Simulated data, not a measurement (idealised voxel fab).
process module | voxel transistor to metal
cross-section cut | 185 nm wide | cells 5 nm
A cross-section is a grid of square cells, given in bands from the top down. A band is one or more rows of cells.
Each band's line starts with the height of the band's top and of its bottom, in nm. Then come its materials from left to right, each with its width in nm. One material with "throughout" fills the band from edge to edge. "air" is empty space.
Height 0 is the level under which the wafer as received is all one material. The lowest band goes on downwards, as in "0 down".
A width such as "30 to 40" changes by the same amount from each row of cells to the next, from the band's top row to its bottom row.
"no change" after a step means that no cell of the cross-section changed.
closed voids: empty space of 8 cells or more with no open way to the top, each as width x height at its distance from the left edge, in nm
after a step's settings: what the simulator itself notes on the step
overlay nm, on a step with a mask: how far to the right of its planned place the mask lay; to the left if negative
plan
1 op RECEIVE | material Si
2 op CONFORMAL_DEP | material SiO2 | thk nm 5
3 op CONFORMAL_DEP | material SiN | thk nm 10
4 op MASKED_ETCH | tone cover | mask id ACTIVE | width nm 100 | etch materials SiN | depth nm 10 | overlay nm 0
5 op MASKED_ETCH | tone cover | mask id ACTIVE | width nm 100 | etch materials SiO2 | depth nm 5 | overlay nm 0
6 op MASKED_ETCH | tone cover | mask id ACTIVE | width nm 100 | etch materials Si | depth nm 30 | overlay nm 0
7 op FILL_DEP | material SiO2 | thk nm 15
8 op CMP | height nm 15
9 op SELECTIVE_ETCH | etch materials SiO2 | depth nm 5
10 op STRIP | etch materials SiN
11 op SELECTIVE_ETCH | etch materials SiO2 | depth nm 5
12 op OXIDIZE | depth nm 5
13 op DIRECTIONAL_DEP | material polySi | thk nm 30
14 op DIRECTIONAL_DEP | material SiCN | thk nm 15
15 op MASKED_ETCH | tone cover | mask id GATE | width nm 20 | etch materials SiCN | depth nm 25 | overlay nm 0
16 op MASKED_ETCH | tone cover | mask id GATE | width nm 20 | etch materials polySi | depth nm 40 | overlay nm 0
17 op CONFORMAL_DEP | material SiN | thk nm 10
18 op DIRECTIONAL_ETCH | etch materials SiN | depth nm 10
19 op DIRECTIONAL_ETCH | etch materials SiO2 | depth nm 5
20 op DIRECTIONAL_ETCH | etch materials Si | depth nm 5
21 op EPI | material SiGe | thk nm 5
22 op FILL_DEP | material SiO2 | thk nm 10
23 op CMP | height nm 45
24 op DIRECTIONAL_DEP | material SiO2 | thk nm 10
25 op MASKED_ETCH | tone open | mask id CONTACT | width nm 20 | pitch nm 70 | etch materials SiO2 | depth nm 60 | overlay nm 0
26 op CONFORMAL_DEP | material TiN | thk nm 5
27 op FILL_DEP | material Ru | thk nm 10
28 op CMP | height nm 55
29 op CONFORMAL_DEP | material SiN | thk nm 5
30 op DIRECTIONAL_DEP | material SiO2 | thk nm 15
31 op PATTERN | tone open | mask id METAL_1 | material resist | width nm 20 | pitch nm 70 | thk nm 15 | overlay nm 0
32 op DIRECTIONAL_ETCH | etch materials SiO2 | depth nm 15
33 op DIRECTIONAL_ETCH | etch materials SiN | depth nm 5
34 op STRIP | etch materials resist
35 op CONFORMAL_DEP | material TiN | thk nm 5
36 op FILL_DEP | material Cu | thk nm 10
37 op CMP | height nm 75
38 op CONFORMAL_DEP | material SiCN | thk nm 5
39 op DIRECTIONAL_DEP | material lowk | thk nm 30
40 op MASKED_ETCH | tone open | mask id METAL_2_HOLES | width nm 15 | pitch nm 70 | etch materials lowk | depth nm 30 | overlay nm 0
41 op MASKED_ETCH | tone open | mask id METAL_2 | width nm 20 | pitch nm 70 | etch materials lowk | depth nm 15 | overlay nm 0
42 op MASKED_ETCH | tone open | mask id METAL_2 | width nm 20 | pitch nm 70 | etch materials SiCN | depth nm 5 | overlay nm 0
43 op CONFORMAL_DEP | material TiN | thk nm 5
44 op FILL_DEP | material Cu | thk nm 5
45 op CMP | height nm 110
46 op CONFORMAL_DEP | material SiN | thk nm 5
as received, after step 1
  0 down: Si throughout
  closed voids: none
a wafer at the end: this start, this plan, one mistake
  115 to 110: SiN throughout
  110 to 100: lowk 45 | TiN 5 | Cu 10 | TiN 5 | lowk 50 | TiN 5 | Cu 10 | TiN 5 | lowk 50
  100 to 95: lowk 45 | TiN 5 | Cu 5 | TiN 10 | lowk 50 | TiN 5 | Cu 5 | TiN 10 | lowk 50
  95 to 80: lowk 45 | TiN 5 | Cu 5 | TiN 5 | lowk 55 | TiN 5 | Cu 5 | TiN 5 | lowk 55
  80 to 75: SiCN 45 | TiN 15 | SiCN 55 | TiN 15 | SiCN 55
  75 to 60: SiO2 45 | TiN 5 | Cu 10 | TiN 5 | SiO2 50 | TiN 5 | Cu 10 | TiN 5 | SiO2 50
  60 to 55: SiN 45 | TiN 20 | SiN 50 | TiN 20 | SiN 50
  55 to 45: SiO2 40 | TiN 5 | Ru 10 | TiN 5 | SiO2 50 | TiN 5 | Ru 10 | TiN 5 | SiO2 55
  45 to 30: SiO2 40 | TiN 5 | Ru 10 | TiN 5 | SiO2 10 | SiN 10 | SiCN 20 | SiN 10 | TiN 5 | Ru 10 | TiN 5 | SiO2 55
  30 to 10: SiO2 40 | TiN 5 | Ru 10 | TiN 5 | SiO2 10 | SiN 10 | polySi 20 | SiN 10 | TiN 5 | Ru 10 | TiN 5 | SiO2 55
  10 to 5: SiO2 40 | TiN 10 | Ru 5 | TiN 5 | SiO2 10 | SiN 10 | polySi 20 | SiN 10 | TiN 5 | Ru 10 | TiN 5 | SiO2 55
  5 to 0: SiO2 35 | SiN 10 | TiN 15 | SiO2 10 | SiN 10 | polySi 20 | SiN 10 | TiN 10 | Ru 5 | TiN 5 | SiO2 5 | SiN 10 | SiO2 40
  0 to -5: SiO2 45 | SiGe 5 | TiN 10 | SiO2 5 | SiGe 5 | SiO2 40 | SiGe 5 | TiN 15 | SiGe 5 | SiO2 50
  -5 to -10: SiO2 40 | Si 5 | SiGe 25 | Si 40 | SiGe 25 | Si 5 | SiO2 45
  -10 to -30: SiO2 40 | Si 100 | SiO2 45
  -30 down: Si throughout
  closed voids: none
what went wrong: step 25 ran as: op MASKED_ETCH | tone open | mask id CONTACT | width nm 20 | pitch nm 70 | etch materials SiO2 | depth nm 60 | overlay nm -5
